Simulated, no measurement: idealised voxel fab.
You're looking at the process module voxel released beams.
The figure presents cross-section cut, which has a width of 285 nm and is divided into square cells with an edge length of 5 nm.
Heads up, the way a cross-section reads in here is a grid of square cells, handed over as bands from the top down, with every band being one or more rows of cells. Per band: top height and bottom height in nm, followed by the left-to-right materials and their widths in nm; "edge to edge" marks a single material spanning edge to edge, "empty" marks empty space. Convention: height 0 is the level below which the wafer, as received, is all one material. The lowest band does not terminate at the bottom but continues downward, represented as "0 -> down". With a width like "30->40", each row of cells in the band differs from the next by the same amount, the top row carrying the first number and the bottom row the second. A step reported as "remained the same" is a step in which no cell of the cross-section changed. "Enclosed void listing" specifies each empty space that is not open to the top and that occupies no fewer than 8 cells, using the form width x height at distance, the distance measured from the left edge and all three quantities in nm. Heads up: the bit after the settings on a step's line is the simulator's remark on that step. "overlay nm" answers the question of how far to the right of plan the mask lay on a step that has a mask, and when it is negative the answer is to the left.
-- This section lists the process steps that were planned
- 1: RECEIVE | material Si
- 2: CONFORMAL_DEP | material SiN | thk nm 10
- 3: DIRECTIONAL_DEP | material SiO2 | thk nm 10
- 4: MASKED_ETCH | tone open | mask id ANCHOR | width nm 25 | etch materials SiO2 | depth nm 10 | overlay nm 0
- 5: CONFORMAL_DEP | material polySi | thk nm 10
- 6: DIRECTIONAL_DEP | material aC | thk nm 15
- 7: PATTERN | tone cover | mask id BEAM | material resist | width nm 90 | thk nm 30 | overlay nm 0
- 8: DIRECTIONAL_ETCH | etch materials aC | depth nm 15
- 9: STRIP | etch materials resist
- 10: DIRECTIONAL_ETCH | etch materials polySi | depth nm 10
- 11: STRIP | etch materials aC
- 12: STRIP | etch materials SiO2
-- Cross-section of the wafer upon arrival, representing the state reached after step 1
0 -> down  Si edge to edge
Enclosed void listing: none
-- Wafer cross-section at module end: first of two, run to plan
30 -> 20  95 empty / 15 polySi / 5 empty / 70 polySi / 100 empty
20 -> 10  100 empty / 25 polySi / 160 empty
10 -> 0  SiN edge to edge
0 -> down  Si edge to edge
Enclosed void listing: none
-- What the second wafer looks like in cross-section once the module is done. Its start and its plan matched the first wafer's exactly; what differed was one mistake in how it was run
30 -> 20  95 empty / 25 polySi / 5 empty / 60 polySi / 100 empty
20 -> 10  110 empty / 25 polySi / 150 empty
10 -> 0  SiN edge to edge
0 -> down  Si edge to edge
Enclosed void listing: none
It is concluded that the wafer was processed incorrectly with respect to the plan, in that step 4 ran differently from the plan; actual operation with settings: MASKED_ETCH | tone open | mask id ANCHOR | width nm 25 | etch materials SiO2 | depth nm 10 | overlay nm 10
The two final wafers agree on how many cells each material fills and disagree on which cells those are.
